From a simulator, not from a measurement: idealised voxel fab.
Process module in this document: voxel trench capacitor
We display cut, a cross-section 280 nm in width whose square cells are each 5 nm.
Cross-sections here: square-cell grids, written as top-down lists of bands, a band being one or more rows of cells. Quick guide to a band line: top height, bottom height (nm) up front; then every material left to right with its width in nm. Only one material and it's marked "edge to edge"? Then it fills the band edge to edge. And "blank" just means empty space. Height is counted from the level 0, under which the received wafer is composed throughout of one material. The lowest of the bands is not closed at the bottom but continues downward, in the notation "0 nm and below". You'd read "30 to 40" like this: the band's top row of cells is as wide as the first number, its bottom row is as wide as the second, and going down, every row changes width by the same amount as the row before did. Take "nothing changed" at face value: in the step it is given for, the cross-section changed in none of its cells. "Enclosed void inventory" - sealed voids, min. 8 cells, no opening to top; format: width x height at distance (distance from left edge; nm throughout). On a step's line, text after the settings is the simulator commenting on that step. Each step line may optionally specify "overlay nm", which for a step with a mask gives the rightward distance between the mask's planned place and where it lay, a negative value indicating the leftward direction.

THE PLANNED PROCESS STEPS ARE ENUMERATED HEREUNDER
step 1: RECEIVE (material Si)
step 2: CONFORMAL_DEP (material SiN; thk nm 10)
step 3: DIRECTIONAL_DEP (material aC; thk nm 10)
step 4: PATTERN (tone open; mask id TRENCH; material resist; width nm 15; pitch nm 30; thk nm 25; overlay nm 0)
step 5: DIRECTIONAL_ETCH (etch materials aC; depth nm 10)
step 6: STRIP (etch materials resist)
step 7: DIRECTIONAL_ETCH (etch materials SiN; depth nm 10)
step 8: DIRECTIONAL_ETCH (etch materials Si; depth nm 30)
step 9: STRIP (etch materials aC)
step 10: CONFORMAL_DEP (material Al2O3; thk nm 5)
step 11: FILL_DEP (material polySi; thk nm 5)
step 12: CMP (height nm 10)

FIRST WAFER, TWO IN TOTAL, RUN AS PLANNED

CROSS-SECTION OF THE WAFER UPON ARRIVAL, REPRESENTING THE STATE REACHED AFTER STEP 1
    0 nm and below: Si edge to edge
    Enclosed void inventory: none

STATE OF THE WAFER AFTER STEP 2, SHOWN IN CROSS-SECTION
    10 nm to 0 nm: SiN edge to edge
    Heights below 0 show no change.

STATE OF THE WAFER AFTER STEP 3, SHOWN IN CROSS-SECTION
    20 nm to 10 nm: aC edge to edge
    Heights below 10 show no change.

STATE OF THE WAFER AFTER STEP 4, SHOWN IN CROSS-SECTION
    45 nm to 20 nm: resist=115 / blank=15 / resist=15 / blank=15 / resist=120
    Heights below 20 show no change.

STATE OF THE WAFER AFTER STEP 5, SHOWN IN CROSS-SECTION
    35 nm to 20 nm: resist=115 / blank=15 / resist=15 / blank=15 / resist=120
    20 nm to 10 nm: aC=115 / blank=15 / aC=15 / blank=15 / aC=120
    Heights below 10 show no change.

STATE OF THE WAFER AFTER STEP 6, SHOWN IN CROSS-SECTION
    20 nm to 10 nm: aC=115 / blank=15 / aC=15 / blank=15 / aC=120
    Heights below 10 show no change.

STATE OF THE WAFER AFTER STEP 7, SHOWN IN CROSS-SECTION
    20 nm to 10 nm: aC=115 / blank=15 / aC=15 / blank=15 / aC=120
    10 nm to 0 nm: SiN=115 / blank=15 / SiN=15 / blank=15 / SiN=120
    Heights below 0 show no change.

STATE OF THE WAFER AFTER STEP 8, SHOWN IN CROSS-SECTION
    20 nm to 10 nm: aC=115 / blank=15 / aC=15 / blank=15 / aC=120
    10 nm to 0 nm: SiN=115 / blank=15 / SiN=15 / blank=15 / SiN=120
    0 nm to -30 nm: Si=115 / blank=15 / Si=15 / blank=15 / Si=120
    Heights below -30 show no change.

STATE OF THE WAFER AFTER STEP 9, SHOWN IN CROSS-SECTION
    10 nm to 0 nm: SiN=115 / blank=15 / SiN=15 / blank=15 / SiN=120
    Heights below 0 show no change.

STATE OF THE WAFER AFTER STEP 10, SHOWN IN CROSS-SECTION
    15 nm to 10 nm: Al2O3=120 / blank=5 / Al2O3=25 / blank=5 / Al2O3=125
    10 nm to 0 nm: SiN=115 / Al2O3=5 / blank=5 / Al2O3=5 / SiN=15 / Al2O3=5 / blank=5 / Al2O3=5 / SiN=120
    0 nm to -25 nm: Si=115 / Al2O3=5 / blank=5 / Al2O3=5 / Si=15 / Al2O3=5 / blank=5 / Al2O3=5 / Si=120
    -25 nm to -30 nm: Si=115 / Al2O3=15 / Si=15 / Al2O3=15 / Si=120
    Heights below -30 show no change.

STATE OF THE WAFER AFTER STEP 11, SHOWN IN CROSS-SECTION
    20 nm to 15 nm: polySi edge to edge
    15 nm to 10 nm: Al2O3=120 / polySi=5 / Al2O3=25 / polySi=5 / Al2O3=125
    10 nm to 0 nm: SiN=115 / Al2O3=5 / polySi=5 / Al2O3=5 / SiN=15 / Al2O3=5 / polySi=5 / Al2O3=5 / SiN=120
    0 nm to -25 nm: Si=115 / Al2O3=5 / polySi=5 / Al2O3=5 / Si=15 / Al2O3=5 / polySi=5 / Al2O3=5 / Si=120
    Heights below -25 show no change.

STATE OF THE WAFER AFTER STEP 12, SHOWN IN CROSS-SECTION
    10 nm to 0 nm: SiN=115 / Al2O3=5 / polySi=5 / Al2O3=5 / SiN=15 / Al2O3=5 / polySi=5 / Al2O3=5 / SiN=120
    Heights below 0 show no change.

THE SECOND WAFER: IDENTICAL TO THE FIRST AT THE OUTSET AND IN ITS PLANNED SEQUENCE, DIFFERING ONLY IN THAT ONE MISTAKE WAS MADE DURING PROCESSING; UP TO AND INCLUDING STEP 7, ITS PATH IS THE FIRST WAFER'S PATH

SECOND WAFER, CROSS-SECTION, PLANNED END OF STEP 8
    10 nm to 0 nm: SiN=115 / blank=15 / SiN=15 / blank=15 / SiN=120
    Heights below 0 show no change.

SECOND WAFER, CROSS-SECTION, PLANNED END OF STEP 9
    10 nm to 0 nm: SiN=115 / blank=15 / SiN=15 / blank=15 / SiN=120
    0 nm to -30 nm: Si=115 / blank=15 / Si=15 / blank=15 / Si=120
    Heights below -30 show no change.

SECOND WAFER, CROSS-SECTION, PLANNED END OF STEP 10
    15 nm to 10 nm: Al2O3=120 / blank=5 / Al2O3=25 / blank=5 / Al2O3=125
    10 nm to 0 nm: SiN=115 / Al2O3=5 / blank=5 / Al2O3=5 / SiN=15 / Al2O3=5 / blank=5 / Al2O3=5 / SiN=120
    0 nm to -25 nm: Si=115 / Al2O3=5 / blank=5 / Al2O3=5 / Si=15 / Al2O3=5 / blank=5 / Al2O3=5 / Si=120
    -25 nm to -30 nm: Si=115 / Al2O3=15 / Si=15 / Al2O3=15 / Si=120
    Heights below -30 show no change.

SECOND WAFER, CROSS-SECTION, PLANNED END OF STEP 11
    20 nm to 15 nm: polySi edge to edge
    15 nm to 10 nm: Al2O3=120 / polySi=5 / Al2O3=25 / polySi=5 / Al2O3=125
    10 nm to 0 nm: SiN=115 / Al2O3=5 / polySi=5 / Al2O3=5 / SiN=15 / Al2O3=5 / polySi=5 / Al2O3=5 / SiN=120
    0 nm to -25 nm: Si=115 / Al2O3=5 / polySi=5 / Al2O3=5 / Si=15 / Al2O3=5 / polySi=5 / Al2O3=5 / Si=120
    Heights below -25 show no change.

SECOND WAFER, CROSS-SECTION, PLANNED END OF STEP 12
    10 nm to 0 nm: SiN=115 / Al2O3=5 / polySi=5 / Al2O3=5 / SiN=15 / Al2O3=5 / polySi=5 / Al2O3=5 / SiN=120
    Heights below 0 show no change.
Where did the run depart from the plan? plan vs actual: 8 and 9 interchanged
The mistake has no effect on what this model computes, because the two wafers end with the same cross-section.
